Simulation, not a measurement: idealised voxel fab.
process module | voxel tone inversion
cross-section cut | 270 nm wide | cells 5 nm
A cross-section is a grid of square cells, given in bands from the top down. A band is one or more rows of cells.
Each band's line starts with the height of the band's top and of its bottom, in nm. Then come its materials from left to right, each with its width in nm. One material with "throughout" fills the band from edge to edge. "air" is empty space.
Height 0 is the level under which the wafer as received is all one material. The lowest band goes on downwards, as in "0 down".
A width such as "30 to 40" changes by the same amount from each row of cells to the next, from the band's top row to its bottom row.
"no change" after a step means that no cell of the cross-section changed.
closed voids: empty space of 8 cells or more with no open way to the top, each as width x height at its distance from the left edge, in nm
after a step's settings: what the simulator itself notes on the step
overlay nm, on a step with a mask: how far to the right of its planned place the mask lay; to the left if negative
plan
1 op RECEIVE | material Si
2 op CONFORMAL_DEP | material SiCN | thk nm 5
3 op DIRECTIONAL_DEP | material aC | thk nm 20
4 op PATTERN | tone cover | mask id POSTS | material resist | width nm 20 | pitch nm 50 | thk nm 30 | overlay nm 0
5 op DIRECTIONAL_ETCH | etch materials aC | depth nm 20
6 op STRIP | etch materials resist
7 op FILL_DEP | material lowk | thk nm 5
8 op CMP | height nm 25
9 op STRIP | etch materials aC
10 op CONFORMAL_DEP | material TiN | thk nm 5
11 op FILL_DEP | material Ru | thk nm 5
12 op CMP | height nm 25
13 op CONFORMAL_DEP | material SiN | thk nm 5
as received, after step 1
  0 down: Si throughout
  closed voids: none
a wafer at the end: this start, this plan, one mistake
  30 to 25: SiN throughout
  25 to 10: lowk 95 | TiN 5 | Ru 10 | TiN 5 | lowk 30 | TiN 5 | Ru 10 | TiN 5 | lowk 105
  10 to 5: lowk 95 | TiN 20 | lowk 30 | TiN 20 | lowk 105
  5 to 0: SiCN throughout
  0 down: Si throughout
  closed voids: none
what went wrong: step 4 ran as: op PATTERN | tone cover | mask id POSTS | material resist | width nm 20 | pitch nm 50 | thk nm 30 | overlay nm -5
